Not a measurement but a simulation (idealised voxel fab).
Proc. module: voxel capacitor over wiring
Square cell edge 5 nm, section width 220 nm, ID cut.
Format of a cross-section: grid, square cells. Given as bands. Order: top down. Band: one or more rows of cells.
The band entry comprises the height of the band's top followed by the height of its bottom, expressed in nm, and subsequently the band's materials from left to right, each stated together with its width in nm. Where a single material is marked with the word "all across", that material fills the band from edge to edge. The word "empty" represents empty space.
Counting heights begins at 0, where everything beneath is, in the wafer as received, one material. The lowest band has no bottom; it goes on downwards, as "0..down" shows.
A width given as "30 to 40" starts at the first number in the band's top row and ends at the second number in its bottom row, shifting by an equal amount at every step from row to row.
Step marked "left unchanged"? Then no cell in the cross-section changed in it.
Listed in "Closed cavity list": every empty space of 8 or more cells without an open way to the top. Form: width x height at distance, the distance being from the left edge, all in nm.
The remark found on a step's line after its settings is issued by the simulator itself and pertains to that step.
overlay nm: where the mask lay relative to plan, measured to the right, on steps with a mask; negatives go left.

### Planned process steps
- 1: RECEIVE, material Si
- 2: CONFORMAL_DEP, material SiO2, thk nm 10
- 3: CONFORMAL_DEP, material SiN, thk nm 5
- 4: DIRECTIONAL_DEP, material lowk, thk nm 15
- 5: PATTERN, tone open, mask id METAL_1, material resist, width nm 20, pitch nm 70, thk nm 15, overlay nm 0
- 6: DIRECTIONAL_ETCH, etch materials lowk, depth nm 15
- 7: DIRECTIONAL_ETCH, etch materials SiN, depth nm 5
- 8: STRIP, etch materials resist
- 9: CONFORMAL_DEP, material TiN, thk nm 5
- 10: FILL_DEP, material Cu, thk nm 10
- 11: CMP, height nm 30
- 12: CONFORMAL_DEP, material SiCN, thk nm 5
- 13: DIRECTIONAL_DEP, material lowk, thk nm 20
- 14: DIRECTIONAL_DEP, material aC, thk nm 10
- 15: PATTERN, tone open, mask id PLUG_1, material resist, width nm 15, thk nm 30, overlay nm 0
- 16: DIRECTIONAL_ETCH, etch materials aC, depth nm 10
- 17: STRIP, etch materials resist
- 18: DIRECTIONAL_ETCH, etch materials lowk, depth nm 20
- 19: DIRECTIONAL_ETCH, etch materials SiCN, depth nm 5
- 20: STRIP, etch materials aC
- 21: EPI, material Ru, thk nm 10
- 22: EPI, material Ru, thk nm 10
- 23: EPI, material Ru, thk nm 5
- 24: DIRECTIONAL_DEP, material TiN, thk nm 10
- 25: DIRECTIONAL_DEP, material SiN, thk nm 5
- 26: DIRECTIONAL_DEP, material TiN, thk nm 10
- 27: PATTERN, tone cover, mask id UPPER_PLATE, material resist, width nm 55, thk nm 15, overlay nm 0
- 28: DIRECTIONAL_ETCH, etch materials TiN, depth nm 10
- 29: DIRECTIONAL_ETCH, etch materials SiN, depth nm 5
- 30: STRIP, etch materials resist
- 31: MASKED_ETCH, tone cover, mask id LOWER_PLATE, width nm 65, etch materials TiN, depth nm 10, overlay nm 0
- 32: FILL_DEP, material SiO2, thk nm 15
- 33: CMP, height nm 90
- 34: DIRECTIONAL_DEP, material aC, thk nm 15
- 35: PATTERN, tone open, mask id PLUG_2, material resist, width nm 15, thk nm 30, overlay nm 0
- 36: DIRECTIONAL_ETCH, etch materials aC, depth nm 15
- 37: STRIP, etch materials resist
- 38: DIRECTIONAL_ETCH, etch materials SiO2, depth nm 10
- 39: STRIP, etch materials aC
- 40: CONFORMAL_DEP, material TiN, thk nm 5
- 41: FILL_DEP, material Cu, thk nm 5
- 42: CMP, height nm 90
- 43: CONFORMAL_DEP, material SiCN, thk nm 5

### The first of the two wafers, which ran as planned

### Wafer as received: cross-section following step 1
0..down: Si all across
Closed cavity list: none

### The wafer, seen in cross-section, after step 2
10..0: SiO2 all across
Note: structure below 0 unchanged.

### The wafer, seen in cross-section, after step 3
15..10: SiN all across
Note: structure below 10 unchanged.

### The wafer, seen in cross-section, after step 4
30..15: lowk all across
Note: structure below 15 unchanged.

### The wafer, seen in cross-section, after step 5
45..30: 65 nm resist; 20 nm empty; 50 nm resist; 20 nm empty; 65 nm resist
Note: structure below 30 unchanged.

### The wafer, seen in cross-section, after step 6
45..30: 65 nm resist; 20 nm empty; 50 nm resist; 20 nm empty; 65 nm resist
30..15: 65 nm lowk; 20 nm empty; 50 nm lowk; 20 nm empty; 65 nm lowk
Note: structure below 15 unchanged.

### The wafer, seen in cross-section, after step 7
45..30: 65 nm resist; 20 nm empty; 50 nm resist; 20 nm empty; 65 nm resist
30..15: 65 nm lowk; 20 nm empty; 50 nm lowk; 20 nm empty; 65 nm lowk
15..10: 65 nm SiN; 20 nm empty; 50 nm SiN; 20 nm empty; 65 nm SiN
Note: structure below 10 unchanged.

### The wafer, seen in cross-section, after step 8
30..15: 65 nm lowk; 20 nm empty; 50 nm lowk; 20 nm empty; 65 nm lowk
Note: structure below 15 unchanged.

### The wafer, seen in cross-section, after step 9
35..30: 70 nm TiN; 10 nm empty; 60 nm TiN; 10 nm empty; 70 nm TiN
30..15: 65 nm lowk; 5 nm TiN; 10 nm empty; 5 nm TiN; 50 nm lowk; 5 nm TiN; 10 nm empty; 5 nm TiN; 65 nm lowk
15..10: 65 nm SiN; 20 nm TiN; 50 nm SiN; 20 nm TiN; 65 nm SiN
Note: structure below 10 unchanged.

### The wafer, seen in cross-section, after step 10
45..35: Cu all across
35..30: 70 nm TiN; 10 nm Cu; 60 nm TiN; 10 nm Cu; 70 nm TiN
30..15: 65 nm lowk; 5 nm TiN; 10 nm Cu; 5 nm TiN; 50 nm lowk; 5 nm TiN; 10 nm Cu; 5 nm TiN; 65 nm lowk
Note: structure below 15 unchanged.

### The wafer, seen in cross-section, after step 11
30..15: 65 nm lowk; 5 nm TiN; 10 nm Cu; 5 nm TiN; 50 nm lowk; 5 nm TiN; 10 nm Cu; 5 nm TiN; 65 nm lowk
Note: structure below 15 unchanged.

### The wafer, seen in cross-section, after step 12
35..30: SiCN all across
Note: structure below 30 unchanged.

### The wafer, seen in cross-section, after step 13
55..35: lowk all across
Note: structure below 35 unchanged.

### The wafer, seen in cross-section, after step 14
65..55: aC all across
Note: structure below 55 unchanged.

### The wafer, seen in cross-section, after step 15
95..65: 70 nm resist; 15 nm empty; 135 nm resist
Note: structure below 65 unchanged.

### The wafer, seen in cross-section, after step 16
85..65: 70 nm resist; 15 nm empty; 135 nm resist
65..55: 70 nm aC; 15 nm empty; 135 nm aC
Note: structure below 55 unchanged.

### The wafer, seen in cross-section, after step 17
65..55: 70 nm aC; 15 nm empty; 135 nm aC
Note: structure below 55 unchanged.

### The wafer, seen in cross-section, after step 18
65..55: 70 nm aC; 15 nm empty; 135 nm aC
55..35: 70 nm lowk; 15 nm empty; 135 nm lowk
Note: structure below 35 unchanged.

### The wafer, seen in cross-section, after step 19
65..55: 70 nm aC; 15 nm empty; 135 nm aC
55..35: 70 nm lowk; 15 nm empty; 135 nm lowk
35..30: 70 nm SiCN; 15 nm empty; 135 nm SiCN
Note: structure below 30 unchanged.

### The wafer, seen in cross-section, after step 20
55..35: 70 nm lowk; 15 nm empty; 135 nm lowk
Note: structure below 35 unchanged.

### The wafer, seen in cross-section, after step 21
55..40: 70 nm lowk; 15 nm empty; 135 nm lowk
40..35: 70 nm lowk; 15 nm Ru; 135 nm lowk
35..30: 70 nm SiCN; 15 nm Ru; 135 nm SiCN
Note: structure below 30 unchanged.

### The wafer, seen in cross-section, after step 22
55..50: 70 nm lowk; 15 nm empty; 135 nm lowk
50..35: 70 nm lowk; 15 nm Ru; 135 nm lowk
Note: structure below 35 unchanged.

### The wafer, seen in cross-section, after step 23
55..35: 70 nm lowk; 15 nm Ru; 135 nm lowk
Note: structure below 35 unchanged.

### The wafer, seen in cross-section, after step 24
65..55: TiN all across
Note: structure below 55 unchanged.

### The wafer, seen in cross-section, after step 25
70..65: SiN all across
Note: structure below 65 unchanged.

### The wafer, seen in cross-section, after step 26
80..70: TiN all across
Note: structure below 70 unchanged.

### The wafer, seen in cross-section, after step 27
95..80: 70 nm empty; 55 nm resist; 95 nm empty
Note: structure below 80 unchanged.

### The wafer, seen in cross-section, after step 28
95..80: 70 nm empty; 55 nm resist; 95 nm empty
80..70: 70 nm empty; 55 nm TiN; 95 nm empty
Note: structure below 70 unchanged.

### The wafer, seen in cross-section, after step 29
95..80: 70 nm empty; 55 nm resist; 95 nm empty
80..70: 70 nm empty; 55 nm TiN; 95 nm empty
70..65: 70 nm empty; 55 nm SiN; 95 nm empty
Note: structure below 65 unchanged.

### The wafer, seen in cross-section, after step 30
80..70: 70 nm empty; 55 nm TiN; 95 nm empty
Note: structure below 70 unchanged.

### The wafer, seen in cross-section, after step 31
80..70: 70 nm empty; 55 nm TiN; 95 nm empty
70..65: 70 nm empty; 55 nm SiN; 95 nm empty
65..55: 65 nm empty; 65 nm TiN; 90 nm empty
Note: structure below 55 unchanged.

### The wafer, seen in cross-section, after step 32
95..80: SiO2 all across
80..70: 70 nm SiO2; 55 nm TiN; 95 nm SiO2
70..65: 70 nm SiO2; 55 nm SiN; 95 nm SiO2
65..55: 65 nm SiO2; 65 nm TiN; 90 nm SiO2
Note: structure below 55 unchanged.

### The wafer, seen in cross-section, after step 33
90..80: SiO2 all across
Note: structure below 80 unchanged.

### The wafer, seen in cross-section, after step 34
105..90: aC all across
Note: structure below 90 unchanged.

### The wafer, seen in cross-section, after step 35
135..105: 80 nm resist; 15 nm empty; 125 nm resist
Note: structure below 105 unchanged.

### The wafer, seen in cross-section, after step 36
120..105: 80 nm resist; 15 nm empty; 125 nm resist
105..90: 80 nm aC; 15 nm empty; 125 nm aC
Note: structure below 90 unchanged.

### The wafer, seen in cross-section, after step 37
105..90: 80 nm aC; 15 nm empty; 125 nm aC
Note: structure below 90 unchanged.

### The wafer, seen in cross-section, after step 38
105..90: 80 nm aC; 15 nm empty; 125 nm aC
90..80: 80 nm SiO2; 15 nm empty; 125 nm SiO2
Note: structure below 80 unchanged.

### The wafer, seen in cross-section, after step 39
90..80: 80 nm SiO2; 15 nm empty; 125 nm SiO2
Note: structure below 80 unchanged.

### The wafer, seen in cross-section, after step 40
95..90: 85 nm TiN; 5 nm empty; 130 nm TiN
90..85: 80 nm SiO2; 5 nm TiN; 5 nm empty; 5 nm TiN; 125 nm SiO2
85..80: 80 nm SiO2; 15 nm TiN; 125 nm SiO2
Note: structure below 80 unchanged.

### The wafer, seen in cross-section, after step 41
100..95: Cu all across
95..90: 85 nm TiN; 5 nm Cu; 130 nm TiN
90..85: 80 nm SiO2; 5 nm TiN; 5 nm Cu; 5 nm TiN; 125 nm SiO2
Note: structure below 85 unchanged.

### The wafer, seen in cross-section, after step 42
90..85: 80 nm SiO2; 5 nm TiN; 5 nm Cu; 5 nm TiN; 125 nm SiO2
Note: structure below 85 unchanged.

### The wafer, seen in cross-section, after step 43
95..90: SiCN all across
Note: structure below 90 unchanged.

### Second wafer - shared start and plan with the first - one error in running - same as the first up to step 4 inclusive

### What the second wafer looks like in cross-section when step 5 should have wrapped up
45..30: 75 nm resist; 20 nm empty; 50 nm resist; 20 nm empty; 55 nm resist
Note: structure below 30 unchanged.

### What the second wafer looks like in cross-section when step 6 should have wrapped up
45..30: 75 nm resist; 20 nm empty; 50 nm resist; 20 nm empty; 55 nm resist
30..15: 75 nm lowk; 20 nm empty; 50 nm lowk; 20 nm empty; 55 nm lowk
Note: structure below 15 unchanged.

### What the second wafer looks like in cross-section when step 7 should have wrapped up
45..30: 75 nm resist; 20 nm empty; 50 nm resist; 20 nm empty; 55 nm resist
30..15: 75 nm lowk; 20 nm empty; 50 nm lowk; 20 nm empty; 55 nm lowk
15..10: 75 nm SiN; 20 nm empty; 50 nm SiN; 20 nm empty; 55 nm SiN
Note: structure below 10 unchanged.

### What the second wafer looks like in cross-section when step 8 should have wrapped up
30..15: 75 nm lowk; 20 nm empty; 50 nm lowk; 20 nm empty; 55 nm lowk
Note: structure below 15 unchanged.

### What the second wafer looks like in cross-section when step 9 should have wrapped up
35..30: 80 nm TiN; 10 nm empty; 60 nm TiN; 10 nm empty; 60 nm TiN
30..15: 75 nm lowk; 5 nm TiN; 10 nm empty; 5 nm TiN; 50 nm lowk; 5 nm TiN; 10 nm empty; 5 nm TiN; 55 nm lowk
15..10: 75 nm SiN; 20 nm TiN; 50 nm SiN; 20 nm TiN; 55 nm SiN
Note: structure below 10 unchanged.

### What the second wafer looks like in cross-section when step 10 should have wrapped up
45..35: Cu all across
35..30: 80 nm TiN; 10 nm Cu; 60 nm TiN; 10 nm Cu; 60 nm TiN
30..15: 75 nm lowk; 5 nm TiN; 10 nm Cu; 5 nm TiN; 50 nm lowk; 5 nm TiN; 10 nm Cu; 5 nm TiN; 55 nm lowk
Note: structure below 15 unchanged.

### What the second wafer looks like in cross-section when step 11 should have wrapped up
30..15: 75 nm lowk; 5 nm TiN; 10 nm Cu; 5 nm TiN; 50 nm lowk; 5 nm TiN; 10 nm Cu; 5 nm TiN; 55 nm lowk
Note: structure below 15 unchanged.

### What the second wafer looks like in cross-section when step 12 should have wrapped up
35..30: SiCN all across
Note: structure below 30 unchanged.

### What the second wafer looks like in cross-section when step 13 should have wrapped up
55..35: lowk all across
Note: structure below 35 unchanged.

### What the second wafer looks like in cross-section when step 14 should have wrapped up
65..55: aC all across
Note: structure below 55 unchanged.

### What the second wafer looks like in cross-section when step 15 should have wrapped up
95..65: 70 nm resist; 15 nm empty; 135 nm resist
Note: structure below 65 unchanged.

### What the second wafer looks like in cross-section when step 16 should have wrapped up
85..65: 70 nm resist; 15 nm empty; 135 nm resist
65..55: 70 nm aC; 15 nm empty; 135 nm aC
Note: structure below 55 unchanged.

### What the second wafer looks like in cross-section when step 17 should have wrapped up
65..55: 70 nm aC; 15 nm empty; 135 nm aC
Note: structure below 55 unchanged.

### What the second wafer looks like in cross-section when step 18 should have wrapped up
65..55: 70 nm aC; 15 nm empty; 135 nm aC
55..35: 70 nm lowk; 15 nm empty; 135 nm lowk
Note: structure below 35 unchanged.

### What the second wafer looks like in cross-section when step 19 should have wrapped up
65..55: 70 nm aC; 15 nm empty; 135 nm aC
55..35: 70 nm lowk; 15 nm empty; 135 nm lowk
35..30: 70 nm SiCN; 15 nm empty; 135 nm SiCN
Note: structure below 30 unchanged.

### What the second wafer looks like in cross-section when step 20 should have wrapped up
55..35: 70 nm lowk; 15 nm empty; 135 nm lowk
Note: structure below 35 unchanged.

### What the second wafer looks like in cross-section when step 21 should have wrapped up
55..40: 70 nm lowk; 15 nm empty; 135 nm lowk
40..35: 70 nm lowk; 15 nm Ru; 135 nm lowk
35..30: 70 nm SiCN; 15 nm Ru; 135 nm SiCN
Note: structure below 30 unchanged.

### What the second wafer looks like in cross-section when step 22 should have wrapped up
55..50: 70 nm lowk; 15 nm empty; 135 nm lowk
50..35: 70 nm lowk; 15 nm Ru; 135 nm lowk
Note: structure below 35 unchanged.

### What the second wafer looks like in cross-section when step 23 should have wrapped up
55..35: 70 nm lowk; 15 nm Ru; 135 nm lowk
Note: structure below 35 unchanged.

### What the second wafer looks like in cross-section when step 24 should have wrapped up
65..55: TiN all across
Note: structure below 55 unchanged.

### What the second wafer looks like in cross-section when step 25 should have wrapped up
70..65: SiN all across
Note: structure below 65 unchanged.

### What the second wafer looks like in cross-section when step 26 should have wrapped up
80..70: TiN all across
Note: structure below 70 unchanged.

### What the second wafer looks like in cross-section when step 27 should have wrapped up
95..80: 70 nm empty; 55 nm resist; 95 nm empty
Note: structure below 80 unchanged.

### What the second wafer looks like in cross-section when step 28 should have wrapped up
95..80: 70 nm empty; 55 nm resist; 95 nm empty
80..70: 70 nm empty; 55 nm TiN; 95 nm empty
Note: structure below 70 unchanged.

### What the second wafer looks like in cross-section when step 29 should have wrapped up
95..80: 70 nm empty; 55 nm resist; 95 nm empty
80..70: 70 nm empty; 55 nm TiN; 95 nm empty
70..65: 70 nm empty; 55 nm SiN; 95 nm empty
Note: structure below 65 unchanged.

### What the second wafer looks like in cross-section when step 30 should have wrapped up
80..70: 70 nm empty; 55 nm TiN; 95 nm empty
Note: structure below 70 unchanged.

### What the second wafer looks like in cross-section when step 31 should have wrapped up
80..70: 70 nm empty; 55 nm TiN; 95 nm empty
70..65: 70 nm empty; 55 nm SiN; 95 nm empty
65..55: 65 nm empty; 65 nm TiN; 90 nm empty
Note: structure below 55 unchanged.

### What the second wafer looks like in cross-section when step 32 should have wrapped up
95..80: SiO2 all across
80..70: 70 nm SiO2; 55 nm TiN; 95 nm SiO2
70..65: 70 nm SiO2; 55 nm SiN; 95 nm SiO2
65..55: 65 nm SiO2; 65 nm TiN; 90 nm SiO2
Note: structure below 55 unchanged.

### What the second wafer looks like in cross-section when step 33 should have wrapped up
90..80: SiO2 all across
Note: structure below 80 unchanged.

### What the second wafer looks like in cross-section when step 34 should have wrapped up
105..90: aC all across
Note: structure below 90 unchanged.

### What the second wafer looks like in cross-section when step 35 should have wrapped up
135..105: 80 nm resist; 15 nm empty; 125 nm resist
Note: structure below 105 unchanged.

### What the second wafer looks like in cross-section when step 36 should have wrapped up
120..105: 80 nm resist; 15 nm empty; 125 nm resist
105..90: 80 nm aC; 15 nm empty; 125 nm aC
Note: structure below 90 unchanged.

### What the second wafer looks like in cross-section when step 37 should have wrapped up
105..90: 80 nm aC; 15 nm empty; 125 nm aC
Note: structure below 90 unchanged.

### What the second wafer looks like in cross-section when step 38 should have wrapped up
105..90: 80 nm aC; 15 nm empty; 125 nm aC
90..80: 80 nm SiO2; 15 nm empty; 125 nm SiO2
Note: structure below 80 unchanged.

### What the second wafer looks like in cross-section when step 39 should have wrapped up
90..80: 80 nm SiO2; 15 nm empty; 125 nm SiO2
Note: structure below 80 unchanged.

### What the second wafer looks like in cross-section when step 40 should have wrapped up
95..90: 85 nm TiN; 5 nm empty; 130 nm TiN
90..85: 80 nm SiO2; 5 nm TiN; 5 nm empty; 5 nm TiN; 125 nm SiO2
85..80: 80 nm SiO2; 15 nm TiN; 125 nm SiO2
Note: structure below 80 unchanged.

### What the second wafer looks like in cross-section when step 41 should have wrapped up
100..95: Cu all across
95..90: 85 nm TiN; 5 nm Cu; 130 nm TiN
90..85: 80 nm SiO2; 5 nm TiN; 5 nm Cu; 5 nm TiN; 125 nm SiO2
Note: structure below 85 unchanged.

### What the second wafer looks like in cross-section when step 42 should have wrapped up
90..85: 80 nm SiO2; 5 nm TiN; 5 nm Cu; 5 nm TiN; 125 nm SiO2
Note: structure below 85 unchanged.

### What the second wafer looks like in cross-section when step 43 should have wrapped up
95..90: SiCN all across
Note: structure below 90 unchanged.
It is concluded that the wafer was processed incorrectly with respect to the plan, in that step 5 was run on a setting that differed from the plan, and what really ran there is PATTERN, tone open, mask id METAL_1, material resist, width nm 20, pitch nm 70, thk nm 15, overlay nm 10
at the end the second wafer has, in cells: as many of each material as the first, in other places
